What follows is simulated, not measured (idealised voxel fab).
Process module in this document: voxel ribs on slabs
The cross-section on display is named cut; it measures 230 nm wide, and its cells are 5 nm squares.
In this document a cross-section is written as a grid of square cells. It is given as a series of bands, listed from the top down, and a band is one or more rows of cells.
Heights first: top, then bottom, in nm. Then materials, left to right, each with a width in nm. "edge to edge" on a single material: fills the band edge to edge. "blank": empty space.
Height reference: 0 = level under which incoming wafer is all one material. Lowest band: no bottom, runs on downward, e.g. "0 -> down".
You'd read "30->40" like this: the band's top row of cells is as wide as the first number, its bottom row is as wide as the second, and going down, every row changes width by the same amount as the row before did.
"changes: none" means the step left every cell of the cross-section as it was.
Closed empty spaces (no open way to the top) of 8 cells or more are what "Cavities, sealed" lists, each as width x height at distance from the left edge, nm for all three.
Read whatever lies past the settings on a step's line as the simulator's own remark about the step.
Among the settings permitted on a step's line is "overlay nm"; applied to a step with a mask, it specifies the extent to which the mask lay to the right of its planned position, whereas a negative figure signifies a position to the left.
-- Set out below are the planned steps of the process
1) RECEIVE | material Si
2) DIRECTIONAL_DEP | material SiO2 | thk nm 25
3) DIRECTIONAL_DEP | material polySi | thk nm 15
4) PATTERN | tone cover | mask id RIB | material resist | width nm 25 | thk nm 15 | overlay nm 0
5) DIRECTIONAL_ETCH | etch materials polySi | depth nm 10
6) STRIP | etch materials resist
7) DIRECTIONAL_DEP | material aC | thk nm 15
8) PATTERN | tone cover | mask id SLAB | material resist | width nm 85 | thk nm 30 | overlay nm 0
9) DIRECTIONAL_ETCH | etch materials aC | depth nm 15
10) STRIP | etch materials resist
11) DIRECTIONAL_ETCH | etch materials polySi | depth nm 5
12) STRIP | etch materials aC
13) FILL_DEP | material SiO2 | thk nm 20
14) CMP | height nm 50
15) DIRECTIONAL_DEP | material TiN | thk nm 10
16) PATTERN | tone cover | mask id HEATER | material resist | width nm 35 | thk nm 15 | overlay nm -15
17) DIRECTIONAL_ETCH | etch materials TiN | depth nm 10
18) STRIP | etch materials resist
19) CONFORMAL_DEP | material SiN | thk nm 10
For this document, wafers share an identical start and vary in the step 16 overlay nm; the plan quotes the first wafer's value.
-- Cross-section of the first incoming wafer of several, state after step 1
0 -> down = Si edge to edge
Cavities, sealed: none
-- Here's the first of several wafers in cross-section, end of the module, after the last step, step 19
70 -> 60 = blank: 70, SiN: 55, blank: 105
60 -> 50 = SiN: 80, TiN: 35, SiN: 115
50 -> 40 = SiO2 edge to edge
40 -> 30 = SiO2: 100, polySi: 25, SiO2: 105
30 -> 25 = SiO2: 70, polySi: 85, SiO2: 75
25 -> 0 = SiO2 edge to edge
0 -> down = Si edge to edge
Cavities, sealed: none
-- Cross-section, last wafer, module completion
70 -> 60 = blank: 100, SiN: 55, blank: 75
60 -> 50 = SiN: 110, TiN: 35, SiN: 85
50 -> 40 = SiO2 edge to edge
40 -> 30 = SiO2: 100, polySi: 25, SiO2: 105
30 -> 25 = SiO2: 70, polySi: 85, SiO2: 75
25 -> 0 = SiO2 edge to edge
0 -> down = Si edge to edge
Cavities, sealed: none
-- Basically each wafer gets a line in the table, showing it at the end of the module: material by material, the cells it gained (+) or lost (-) since we got it, then its closed voids
overlay nm -15, +100 SiN, +433 SiO2, +14 TiN, +27 polySi, Cavities, sealed: none
overlay nm -10, +100 SiN, +433 SiO2, +14 TiN, +27 polySi, Cavities, sealed: none
overlay nm -5, +100 SiN, +433 SiO2, +14 TiN, +27 polySi, Cavities, sealed: none
overlay nm 0, +100 SiN, +433 SiO2, +14 TiN, +27 polySi, Cavities, sealed: none
overlay nm 5, +100 SiN, +433 SiO2, +14 TiN, +27 polySi, Cavities, sealed: none
overlay nm 10, +100 SiN, +433 SiO2, +14 TiN, +27 polySi, Cavities, sealed: none
overlay nm 15, +100 SiN, +433 SiO2, +14 TiN, +27 polySi, Cavities, sealed: none
